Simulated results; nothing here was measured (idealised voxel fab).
The following process module bears the name voxel self aligned vias.
For reference, the cross-section in this document is cut, with width 260 nm and square cells of 5 nm.
Just so we're on the same page, the cross-sections are grids of square cells, and they're listed out in bands top to bottom, each band one or more rows deep.
It is stipulated that each band's entry specify, in nanometres, the height of the top of the band and then that of its bottom, followed by the materials of the band in left-to-right sequence, each together with its width in nanometres. A single material marked by the word "full width" is understood to fill the band from edge to edge; the word "air" is understood to denote empty space.
The level at which height equals 0 is the one under which the wafer, as it arrives, is entirely one material. No lower edge exists for the bottom band, which continues downward and is notated as in "z 0 and below".
Read "30 to 40" as a graded width: first number on top, second number at the bottom, same change between each pair of neighbouring rows.
For the purposes of this document, the phrase "remained unchanged" attached to a step denotes that no cell within the cross-section was modified by that step.
Heads up: "Enclosed cavity list" only lists the empty pockets with no open path to the top that are 8 cells or more, and it writes them as width x height at distance, distance from the left edge, in nm.
Heads up: the bit after the settings on a step's line is the simulator's remark on that step.
Among the settings permitted on a step's line is "overlay nm"; applied to a step with a mask, it specifies the extent to which the mask lay to the right of its planned position, whereas a negative figure signifies a position to the left.

## Listed below are the process steps as planned
1) RECEIVE (material Si)
2) CONFORMAL_DEP (material SiO2; thk nm 10)
3) CONFORMAL_DEP (material SiCN; thk nm 5)
4) DIRECTIONAL_DEP (material SiO2; thk nm 30)
5) MASKED_ETCH (tone open; mask id LINES; width nm 20; pitch nm 55; etch materials SiO2; depth nm 30; overlay nm 0)
6) CONFORMAL_DEP (material TiN; thk nm 5)
7) FILL_DEP (material Ru; thk nm 5)
8) CMP (height nm 45)
9) SELECTIVE_ETCH (etch materials W Ru TiN; depth nm 5)
10) FILL_DEP (material SiN; thk nm 5)
11) CMP (height nm 45)
12) DIRECTIONAL_DEP (material SiO2; thk nm 15)
13) MASKED_ETCH (tone open; mask id VIAS; width nm 30; pitch nm 55; etch materials SiO2; depth nm 15; overlay nm 0)
14) MASKED_ETCH (tone open; mask id VIAS; width nm 30; pitch nm 55; etch materials SiN; depth nm 5; overlay nm 0)
15) CONFORMAL_DEP (material TiN; thk nm 5)
16) FILL_DEP (material Cu; thk nm 10)
17) CMP (height nm 60)
18) CONFORMAL_DEP (material SiN; thk nm 5)

## As-received state of the wafer in cross-section, equivalent to post-step 1
	z 0 and below  Si full width
	Enclosed cavity list: none

## The first of the two wafers as seen in cross-section once the module was finished; processing followed the plan
	z 65 to 60  SiN full width
	z 60 to 50  60 SiO2 / 5 TiN / 20 Cu / 5 TiN / 25 SiO2 / 5 TiN / 20 Cu / 5 TiN / 25 SiO2 / 5 TiN / 20 Cu / 5 TiN / 60 SiO2
	z 50 to 45  60 SiO2 / 10 TiN / 10 Cu / 10 TiN / 25 SiO2 / 10 TiN / 10 Cu / 10 TiN / 25 SiO2 / 10 TiN / 10 Cu / 10 TiN / 60 SiO2
	z 45 to 40  65 SiO2 / 20 TiN / 35 SiO2 / 20 TiN / 35 SiO2 / 20 TiN / 65 SiO2
	z 40 to 20  65 SiO2 / 5 TiN / 10 Ru / 5 TiN / 35 SiO2 / 5 TiN / 10 Ru / 5 TiN / 35 SiO2 / 5 TiN / 10 Ru / 5 TiN / 65 SiO2
	z 20 to 15  65 SiO2 / 20 TiN / 35 SiO2 / 20 TiN / 35 SiO2 / 20 TiN / 65 SiO2
	z 15 to 10  SiCN full width
	z 10 to 0  SiO2 full width
	z 0 and below  Si full width
	Enclosed cavity list: none

## Now the second wafer, cross-sectioned at the end of the module. Nothing different at the start, nothing different in the plan compared with the first, just one mistake when it was actually run
	z 65 to 60  SiN full width
	z 60 to 50  60 SiO2 / 5 TiN / 20 Cu / 5 TiN / 25 SiO2 / 5 TiN / 20 Cu / 5 TiN / 25 SiO2 / 5 TiN / 20 Cu / 5 TiN / 60 SiO2
	z 50 to 45  60 SiO2 / 30 TiN / 25 SiO2 / 30 TiN / 25 SiO2 / 30 TiN / 60 SiO2
	z 45 to 40  60 SiN / 5 TiN / 20 SiO2 / 5 TiN / 25 SiN / 5 TiN / 20 SiO2 / 5 TiN / 25 SiN / 5 TiN / 20 SiO2 / 5 TiN / 60 SiN
	z 40 to 20  60 Ru / 5 TiN / 20 SiO2 / 5 TiN / 25 Ru / 5 TiN / 20 SiO2 / 5 TiN / 25 Ru / 5 TiN / 20 SiO2 / 5 TiN / 60 Ru
	z 20 to 15  65 TiN / 20 SiO2 / 35 TiN / 20 SiO2 / 35 TiN / 20 SiO2 / 65 TiN
	z 15 to 10  SiCN full width
	z 10 to 0  SiO2 full width
	z 0 and below  Si full width
	Enclosed cavity list: none
Want to know what went wrong? step 5 off recipe, ran as MASKED_ETCH (tone cover; mask id LINES; width nm 20; pitch nm 55; etch materials SiO2; depth nm 30; overlay nm 0)
Once processing is complete, comparing cell counts shows that the second wafer has more or fewer of certain materials than the first: Cu -6, Ru +112, SiN +34, SiO2 -168, TiN +28
